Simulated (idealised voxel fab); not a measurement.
This is a process module. Its name is voxel capacitor over wiring.
Section shown: cut. Width: 290 nm. Cell size: 5 nm, square.
A cross-section in this document is a grid of square cells, and it is written down as bands, the top band listed before the ones below it; a band is made up of one or more rows of cells.
Band: top and bottom heights (nm) first, top before bottom; then materials from left to right, widths in nm. "full width" marks a sole material filling the band edge to edge. "air" denotes empty space.
Beneath 0, the wafer as received is one material, and that level is where height counting begins. The lowest band goes on downward without a bottom; it is written like "0..down".
With a width like "30..40", each row of cells in the band differs from the next by the same amount, the top row carrying the first number and the bottom row the second.
When a step is marked "remained the same", none of the cells in the cross-section changed during that step.
Any empty space of 8 cells or more lacking an open way to the top shows up in "Catalogued sealed voids" as width x height at distance, distance from the left edge, in nm.
Formally, on a step line, whatever follows the settings is a remark that the simulator itself makes on the step.
A step's line can hold "overlay nm"; with a mask on that step, the setting says how far right of the planned place the mask lay, while a negative setting says it lay to the left.
HERE'S WHAT THE PLANNED PROCESS STEPS LOOK LIKE
1 RECEIVE, material Si
2 CONFORMAL_DEP, material SiO2, thk nm 10
3 CONFORMAL_DEP, material SiCN, thk nm 5
4 DIRECTIONAL_DEP, material SiO2, thk nm 25
5 PATTERN, tone open, mask id METAL_1, material resist, width nm 20, pitch nm 80, thk nm 15, overlay nm 0
6 DIRECTIONAL_ETCH, etch materials SiO2, depth nm 25
7 DIRECTIONAL_ETCH, etch materials SiCN, depth nm 5
8 STRIP, etch materials resist
9 CONFORMAL_DEP, material TiN, thk nm 5
10 FILL_DEP, material Cu, thk nm 10
11 CMP, height nm 40
12 CONFORMAL_DEP, material SiCN, thk nm 5
13 DIRECTIONAL_DEP, material lowk, thk nm 15
14 MASKED_ETCH, tone open, mask id PLUG_1, width nm 15, etch materials lowk, depth nm 15, overlay nm 0
15 MASKED_ETCH, tone open, mask id PLUG_1, width nm 15, etch materials SiCN, depth nm 5, overlay nm 0
16 CONFORMAL_DEP, material TiN, thk nm 5
17 FILL_DEP, material Cu, thk nm 10
18 CMP, height nm 60
19 DIRECTIONAL_DEP, material TiN, thk nm 10
20 DIRECTIONAL_DEP, material Al2O3, thk nm 5
21 DIRECTIONAL_DEP, material TiN, thk nm 5
22 DIRECTIONAL_DEP, material aC, thk nm 15
23 PATTERN, tone cover, mask id UPPER_PLATE, material resist, width nm 65, thk nm 35, overlay nm 0
24 DIRECTIONAL_ETCH, etch materials aC, depth nm 15
25 STRIP, etch materials resist
26 DIRECTIONAL_ETCH, etch materials TiN, depth nm 5
27 DIRECTIONAL_ETCH, etch materials Al2O3, depth nm 5
28 STRIP, etch materials aC
29 PATTERN, tone cover, mask id LOWER_PLATE, material resist, width nm 75, thk nm 20, overlay nm 0
30 DIRECTIONAL_ETCH, etch materials TiN, depth nm 10
31 STRIP, etch materials resist
32 FILL_DEP, material SiO2, thk nm 15
33 CMP, height nm 90
34 DIRECTIONAL_DEP, material aC, thk nm 10
35 PATTERN, tone open, mask id PLUG_2, material resist, width nm 15, thk nm 25, overlay nm 0
36 DIRECTIONAL_ETCH, etch materials aC, depth nm 10
37 STRIP, etch materials resist
38 DIRECTIONAL_ETCH, etch materials SiO2, depth nm 10
39 STRIP, etch materials aC
40 CONFORMAL_DEP, material TiN, thk nm 5
41 FILL_DEP, material Ru, thk nm 5
42 CMP, height nm 90
43 CONFORMAL_DEP, material SiN, thk nm 5
THIS IS THE CROSS-SECTION OF THE WAFER AS WE RECEIVED IT, I.E. AFTER STEP 1
  0..down = Si full width
  Catalogued sealed voids: none
THE FIRST OF THE TWO WAFERS AS SEEN IN CROSS-SECTION ONCE THE MODULE WAS FINISHED; PROCESSING FOLLOWED THE PLAN
  95..90 = SiN full width
  90..85 = SiO2 110 nm, then TiN 5 nm, then Ru 5 nm, then TiN 5 nm, then SiO2 165 nm
  85..75 = SiO2 110..100 nm, then TiN 15..65 nm, then SiO2 165..125 nm
  75..70 = SiO2 100 nm, then Al2O3 65 nm, then SiO2 125 nm
  70..60 = SiO2 95 nm, then TiN 75 nm, then SiO2 120 nm
  60..45 = lowk 100 nm, then TiN 5 nm, then Cu 5 nm, then TiN 5 nm, then lowk 175 nm
  45..40 = SiCN 100 nm, then TiN 15 nm, then SiCN 175 nm
  40..15 = SiO2 95 nm, then TiN 5 nm, then Cu 10 nm, then TiN 5 nm, then SiO2 60 nm, then TiN 5 nm, then Cu 10 nm, then TiN 5 nm, then SiO2 95 nm
  15..10 = SiCN 95 nm, then TiN 20 nm, then SiCN 60 nm, then TiN 20 nm, then SiCN 95 nm
  10..0 = SiO2 full width
  0..down = Si full width
  Catalogued sealed voids: none
END-OF-MODULE CROSS-SECTION OF THE SECOND WAFER: IDENTICAL STARTING POINT AND PROCESS PLAN TO THE FIRST, WITH ONE PROCESSING MISTAKE
  95..90 = SiN full width
  90..85 = SiO2 110 nm, then TiN 5 nm, then Ru 5 nm, then TiN 5 nm, then SiO2 165 nm
  85..80 = SiO2 110 nm, then TiN 15 nm, then SiO2 165 nm
  80..75 = SiO2 100 nm, then Al2O3 65 nm, then SiO2 125 nm
  75..65 = SiO2 95 nm, then TiN 75 nm, then SiO2 120 nm
  65..60 = TiN full width
  60..45 = lowk 100 nm, then TiN 5 nm, then Cu 5 nm, then TiN 5 nm, then lowk 175 nm
  45..40 = SiCN 100 nm, then TiN 15 nm, then SiCN 175 nm
  40..15 = SiO2 95 nm, then TiN 5 nm, then Cu 10 nm, then TiN 5 nm, then SiO2 60 nm, then TiN 5 nm, then Cu 10 nm, then TiN 5 nm, then SiO2 95 nm
  15..10 = SiCN 95 nm, then TiN 20 nm, then SiCN 60 nm, then TiN 20 nm, then SiCN 95 nm
  10..0 = SiO2 full width
  0..down = Si full width
  Catalogued sealed voids: none
Plan not followed: steps 20 and 21 of the plan were run in the wrong order, each in the other's place
It is noted that, at the conclusion of processing, the second wafer exhibits a higher or lower cell count for certain materials relative to the first: 45 fewer of SiO2 | 45 more of TiN
